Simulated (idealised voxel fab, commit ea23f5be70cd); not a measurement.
Name of the process module below: voxel self aligned vias
Cross-sectional view cut (width: 220 nm; square cell size: 5 nm).
We lay out every cross-section as a grid of square cells and spell it out in bands from the top down, where one band means one or more rows of cells. Band: top and bottom heights (nm) first, top before bottom; then materials from left to right, widths in nm. "full width" marks a sole material filling the band edge to edge. "blank" denotes empty space. Height datum 0, below which the as-received substrate wafer is one material. Lowest band open at the bottom, running downward: "0 and below". Width "30 to 40": first value at the band's top row of cells, second value at its bottom row, equal change from row to row. For the purposes of this document, the phrase "all unchanged" attached to a step denotes that no cell within the cross-section was modified by that step. In "Entrapped voids" the enclosed voids are listed, meaning empty spaces of 8 cells or larger without any opening to the top. The form is width x height at distance, distance from the left edge, units nm. On a step's line, text after the settings is the simulator commenting on that step. A step line may carry the setting "overlay nm", which, for steps involving a mask, states the distance by which the mask lay to the right of its intended position; negative values denote displacement to the left.
Set out below are the planned steps of the process
| 1 | op RECEIVE | material Si |
| 2 | op CONFORMAL_DEP | material SiO2 | thk nm 10 |
| 3 | op CONFORMAL_DEP | material SiCN | thk nm 5 |
| 4 | op DIRECTIONAL_DEP | material lowk | thk nm 25 |
| 5 | op MASKED_ETCH | tone open | mask id LINES | width nm 20 | pitch nm 60 | etch materials lowk | depth nm 25 | overlay nm 0 |
| 6 | op CONFORMAL_DEP | material TiN | thk nm 5 |
| 7 | op FILL_DEP | material W | thk nm 5 |
| 8 | op CMP | height nm 40 |
| 9 | op SELECTIVE_ETCH | etch materials W Ru TiN | depth nm 5 |
| 10 | op FILL_DEP | material SiN | thk nm 10 |
| 11 | op CMP | height nm 40 |
| 12 | op DIRECTIONAL_DEP | material lowk | thk nm 20 |
| 13 | op MASKED_ETCH | tone open | mask id VIAS | width nm 40 | pitch nm 60 | etch materials lowk | depth nm 20 | overlay nm 0 |
| 14 | op MASKED_ETCH | tone open | mask id VIAS | width nm 40 | pitch nm 60 | etch materials SiN | depth nm 5 | overlay nm 0 |
| 15 | op CONFORMAL_DEP | material TiN | thk nm 5 |
| 16 | op FILL_DEP | material W | thk nm 5 |
| 17 | op CMP | height nm 60 |
| 18 | op CONFORMAL_DEP | material SiN | thk nm 5 |
So this is the incoming wafer in cross-section - it's already been through step 1
	0 and below = Si full width
	Entrapped voids: none
What the wafer looks like in cross-section after this module, when it starts as shown above and follows the plan above but one mistake is made in running it
	65 down to 60 = SiN full width
	60 down to 45 = lowk 60 / TiN 5 / W 30 / TiN 5 / lowk 20 / TiN 5 / W 30 / TiN 5 / lowk 60
	45 down to 40 = lowk 60 / TiN 15 / W 10 / TiN 15 / lowk 20 / TiN 15 / W 10 / TiN 15 / lowk 60
	40 down to 35 = lowk 70 / TiN 20 / lowk 40 / TiN 20 / lowk 70
	35 down to 20 = lowk 70 / TiN 5 / W 10 / TiN 5 / lowk 40 / TiN 5 / W 10 / TiN 5 / lowk 70
	20 down to 15 = lowk 70 / TiN 20 / lowk 40 / TiN 20 / lowk 70
	15 down to 5 = SiO2 full width
	5 down to 0 = SiCN full width
	0 and below = Si full width
	Entrapped voids: none
Heads up, the wafer didn't run the way we planned it: step 3 occupied the plan position of step 2, and the converse holds as well
